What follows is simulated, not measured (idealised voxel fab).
You're looking at the process module voxel tone inversion.
Section cut is 160 nm wide and gridded with 5 nm square cells.
When this document writes out a cross-section, it uses a grid of square cells and lists it as bands, beginning at the top and moving down, with a band standing for one or more rows of cells.
Band entry format. Leading values: height of top, height of bottom, nm. Remainder: materials in left-to-right order, each with its width in nm. Special words: "full width" on a single material, which then fills the band edge to edge; "air", empty space.
All heights in this document are referenced to 0, defined as the level beneath which the wafer, as received, consists entirely of one material. The lowest band is not bounded below; it extends indefinitely downward and is written in the form "top 0, no bottom".
The expression "30 to 40" gives the width at the extremes of the band, the first number at its top row of cells and the second at its bottom row, with the width changing by equal amounts from each row to the next in between.
"nothing was modified" -> step changed no cross-section cell.
Reported under the label "Trapped cavities" are the empty spaces having no open way to the top and comprising 8 cells or more; the notation for each is width x height at distance, in which the distance is measured from the left edge and all three values are in nm.
Read whatever lies past the settings on a step's line as the simulator's own remark about the step.
overlay nm: mask offset rightward from planned place, masked step; negative means leftward offset.

These are the steps we planned for the process:
1 RECEIVE,material Si
2 CONFORMAL_DEP,material SiN,thk nm 10
3 DIRECTIONAL_DEP,material aC,thk nm 15
4 PATTERN,tone cover,mask id POSTS,material resist,width nm 15,pitch nm 40,thk nm 20,overlay nm 0
5 DIRECTIONAL_ETCH,etch materials aC,depth nm 15
6 STRIP,etch materials resist
7 FILL_DEP,material SiO2,thk nm 5
8 CMP,height nm 25
9 STRIP,etch materials aC

Cross-section, incoming material, after step 1:
* top 0, no bottom | Si full width
* Trapped cavities: none

End-of-module cross-section of the first of two wafers, processed as planned:
* top 25, bottom 10 | SiO2: 30 / air: 15 / SiO2: 25 / air: 15 / SiO2: 25 / air: 15 / SiO2: 35
* top 10, bottom 0 | SiN full width
* top 0, no bottom | Si full width
* Trapped cavities: none

What the second wafer looks like in cross-section once the module is done. Its start and its plan matched the first wafer's exactly; what differed was one mistake in how it was run:
* top 25, bottom 10 | air: 30 / SiO2: 15 / air: 25 / SiO2: 15 / air: 25 / SiO2: 15 / air: 35
* top 10, bottom 0 | SiN full width
* top 0, no bottom | Si full width
* Trapped cavities: none
what went wrong: step 4 did not use the planned setting and instead ran as PATTERN,tone open,mask id POSTS,material resist,width nm 15,pitch nm 40,thk nm 20,overlay nm 0
Looking at both finished wafers in cells, the second ends up ahead of or behind the first on some materials: 42 fewer of SiO2
